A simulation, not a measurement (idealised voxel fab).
Process module name: voxel quadruple lines
FYI the section here is cut, 275 nm wide, cells are 5 nm squares.
Notation: cross-section as square-cell grid; stated in bands, top first, going down; one or more cell rows per band. Look at the band entry: it leads with the top's height and the bottom's height in nm. Then it lists the materials left to right, with a width in nm for each. The word "all across" on a single material says that material fills the band edge to edge. The word "empty" is empty space. All heights in this document are referenced to 0, defined as the level beneath which the wafer, as received, consists entirely of one material. The lowest band is not bounded below; it extends indefinitely downward and is written in the form "0 and below". With a width like "30 to 40", each row of cells in the band differs from the next by the same amount, the top row carrying the first number and the bottom row the second. Any step labelled "stayed the same" changed none of the cells in the cross-section. You'll see "Closed empty spaces" listing empty spaces that have no way open to the top, as long as they're 8 cells or more; the notation is width x height at distance, where the distance is from the left edge, and all of it is in nm. Heads up: the bit after the settings on a step's line is the simulator's remark on that step. overlay nm: step with mask; distance mask lay right of planned place; negative value = left of planned place.

-- Steps in the process plan
1. RECEIVE (material Si)
2. CONFORMAL_DEP (material SiO2; thk nm 5)
3. DIRECTIONAL_DEP (material Ru; thk nm 15)
4. DIRECTIONAL_DEP (material polySi; thk nm 20)
5. DIRECTIONAL_DEP (material aC; thk nm 20)
6. PATTERN (tone cover; mask id MANDREL; material resist; width nm 30; thk nm 30; overlay nm 0)
7. DIRECTIONAL_ETCH (etch materials aC; depth nm 20)
8. STRIP (etch materials resist)
9. CONFORMAL_DEP (material SiO2; thk nm 10)
10. DIRECTIONAL_ETCH (etch materials SiO2; depth nm 10)
11. STRIP (etch materials aC)
12. DIRECTIONAL_ETCH (etch materials polySi; depth nm 20)
13. STRIP (etch materials SiO2)
14. CONFORMAL_DEP (material SiN; thk nm 10)
15. DIRECTIONAL_ETCH (etch materials SiN; depth nm 10)
16. STRIP (etch materials polySi)
17. DIRECTIONAL_ETCH (etch materials Ru; depth nm 15)
18. STRIP (etch materials SiN)

-- This is the cross-section of the wafer as we received it, i.e. after step 1
    0 and below  Si all across
    Closed empty spaces: none

-- Post-module cross-section: identical start and plan to those above, one misstep in execution
    15 down to 0  empty=100 | Ru=10 | empty=10 | Ru=10 | empty=10 | Ru=10 | empty=10 | Ru=10 | empty=105
    0 and below  Si all across
    Closed empty spaces: none
What was the processing mistake? step 2 of the plan was bypassed and not carried out
